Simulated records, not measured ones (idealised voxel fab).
process module | voxel gate over fins
cross-section cut | 235 nm wide | cells 5 nm
A cross-section is a grid of square cells, given in bands from the top down. A band is one or more rows of cells.
Each band's line starts with the height of the band's top and of its bottom, in nm. Then come its materials from left to right, each with its width in nm. One material with "throughout" fills the band from edge to edge. "air" is empty space.
Height 0 is the level under which the wafer as received is all one material. The lowest band goes on downwards, as in "0 down".
A width such as "30 to 40" changes by the same amount from each row of cells to the next, from the band's top row to its bottom row.
"no change" after a step means that no cell of the cross-section changed.
closed voids: empty space of 8 cells or more with no open way to the top, each as width x height at its distance from the left edge, in nm
after a step's settings: what the simulator itself notes on the step
overlay nm, on a step with a mask: how far to the right of its planned place the mask lay; to the left if negative
plan
1 op RECEIVE | material Si
2 op CONFORMAL_DEP | material SiN | thk nm 10
3 op MASKED_ETCH | tone cover | mask id FINS | width nm 15 | pitch nm 50 | etch materials SiN | depth nm 10 | overlay nm 0
4 op MASKED_ETCH | tone cover | mask id FINS | width nm 15 | pitch nm 50 | etch materials Si | depth nm 30 | overlay nm 0
5 op OXIDIZE | depth nm 5
6 op FILL_DEP | material SiO2 | thk nm 10
7 op CMP | height nm 10
8 op PATTERN | tone open | mask id RAIL | material resist | width nm 15 | thk nm 15 | overlay nm 0
9 op DIRECTIONAL_ETCH | etch materials SiO2 | depth nm 35
10 op STRIP | etch materials resist
11 op CONFORMAL_DEP | material TiN | thk nm 5
12 op FILL_DEP | material W | thk nm 5
13 op CMP | height nm 10
14 op SELECTIVE_ETCH | etch materials W Ru TiN | depth nm 30
15 op FILL_DEP | material SiO2 | thk nm 5
16 op CMP | height nm 10
17 op SELECTIVE_ETCH | etch materials SiO2 | depth nm 20
18 op STRIP | etch materials SiN
19 op CONFORMAL_DEP | material HfO2 | thk nm 5
20 op CONFORMAL_DEP | material TiN | thk nm 5
21 op CONFORMAL_DEP | material TiAl | thk nm 5
22 op CONFORMAL_DEP | material TiN | thk nm 5
23 op FILL_DEP | material W | thk nm 10
24 op CMP | height nm 25
25 op CONFORMAL_DEP | material SiN | thk nm 5
as received, after step 1
  0 down: Si throughout
  closed voids: none
first wafer at the end, as planned
  30 to 25: SiN throughout
  25 to 20: W throughout
  20 to 15: W 20 | TiN 45 | W 5 | TiN 45 | W 5 | TiN 45 | W 5 | TiN 45 | W 20
  15 to 10: W 20 | TiN 5 | TiAl 35 | TiN 5 | W 5 | TiN 5 | TiAl 35 | TiN 5 | W 5 | TiN 5 | TiAl 35 | TiN 5 | W 5 | TiN 5 | TiAl 35 | TiN 5 | W 20
  10 to 5: TiN 25 | TiAl 5 | TiN 25 | TiAl 5 | TiN 15 | TiAl 5 | TiN 25 | TiAl 5 | TiN 15 | TiAl 5 | TiN 25 | TiAl 5 | TiN 15 | TiAl 5 | TiN 25 | TiAl 5 | TiN 25
  5 to 0: TiAl 30 | TiN 5 | HfO2 15 | TiN 5 | TiAl 25 | TiN 5 | HfO2 15 | TiN 5 | TiAl 25 | TiN 5 | HfO2 15 | TiN 5 | TiAl 25 | TiN 5 | HfO2 15 | TiN 5 | TiAl 30
  0 to -5: TiN 35 | HfO2 5 | Si 5 | HfO2 5 | TiN 35 | HfO2 5 | Si 5 | HfO2 5 | TiN 35 | HfO2 5 | Si 5 | HfO2 5 | TiN 35 | HfO2 5 | Si 5 | HfO2 5 | TiN 35
  -5 to -10: HfO2 40 | Si 5 | HfO2 45 | Si 5 | HfO2 45 | Si 5 | HfO2 45 | Si 5 | HfO2 40
  -10 to -20: SiO2 40 | Si 5 | SiO2 45 | Si 5 | SiO2 45 | Si 5 | SiO2 45 | Si 5 | SiO2 40
  -20 to -25: SiO2 40 | Si 5 | SiO2 15 | TiN 15 | SiO2 15 | Si 5 | SiO2 45 | Si 5 | SiO2 45 | Si 5 | SiO2 40
  -25 to -35: SiO2 40 | Si 5 | SiO2 45 | Si 5 | SiO2 45 | Si 5 | SiO2 45 | Si 5 | SiO2 40
  -35 down: Si throughout
  closed voids: none
second wafer at the end: like start, like plan, one mistake
  30 to 25: SiN throughout
  25 to 20: W throughout
  20 to 15: W 20 | TiN 45 | W 5 | TiN 45 | W 5 | TiN 45 | W 5 | TiN 45 | W 20
  15 to 10: W 20 | TiN 5 | TiAl 35 | TiN 15 | TiAl 35 | TiN 15 | TiAl 35 | TiN 15 | TiAl 35 | TiN 15 | W 10
  10 to 5: TiN 25 | TiAl 5 | TiN 25 | TiAl 15 | TiN 5 | TiAl 5 | TiN 25 | TiAl 15 | TiN 5 | TiAl 5 | TiN 25 | TiAl 15 | TiN 5 | TiAl 5 | TiN 25 | TiAl 15 | TiN 15
  5 to 0: TiAl 30 | TiN 5 | HfO2 15 | TiN 15 | TiAl 15 | TiN 5 | HfO2 15 | TiN 15 | TiAl 15 | TiN 5 | HfO2 15 | TiN 15 | TiAl 15 | TiN 5 | HfO2 15 | TiN 15 | TiAl 20
  0 to -5: TiN 35 | HfO2 5 | Si 5 | HfO2 15 | TiN 25 | HfO2 5 | Si 5 | HfO2 15 | TiN 25 | HfO2 5 | Si 5 | HfO2 15 | TiN 25 | HfO2 5 | Si 5 | HfO2 15 | TiN 25
  -5 to -10: HfO2 40 | Si 15 | HfO2 35 | Si 15 | HfO2 35 | Si 15 | HfO2 35 | Si 15 | HfO2 30
  -10 to -20: SiO2 40 | Si 15 | SiO2 35 | Si 15 | SiO2 35 | Si 15 | SiO2 35 | Si 15 | SiO2 30
  -20 to -25: SiO2 40 | Si 15 | SiO2 5 | TiN 15 | SiO2 15 | Si 15 | SiO2 35 | Si 15 | SiO2 35 | Si 15 | SiO2 30
  -25 to -35: SiO2 40 | Si 15 | SiO2 35 | Si 15 | SiO2 35 | Si 15 | SiO2 35 | Si 15 | SiO2 30
  -35 down: Si throughout
  closed voids: none
what went wrong: step 4 ran as: op MASKED_ETCH | tone cover | mask id FINS | width nm 15 | pitch nm 50 | etch materials Si | depth nm 30 | overlay nm 10
at the end the second wafer has, in cells: 48 more of Si | 40 fewer of SiO2 | 3 fewer of TiN | 5 fewer of W
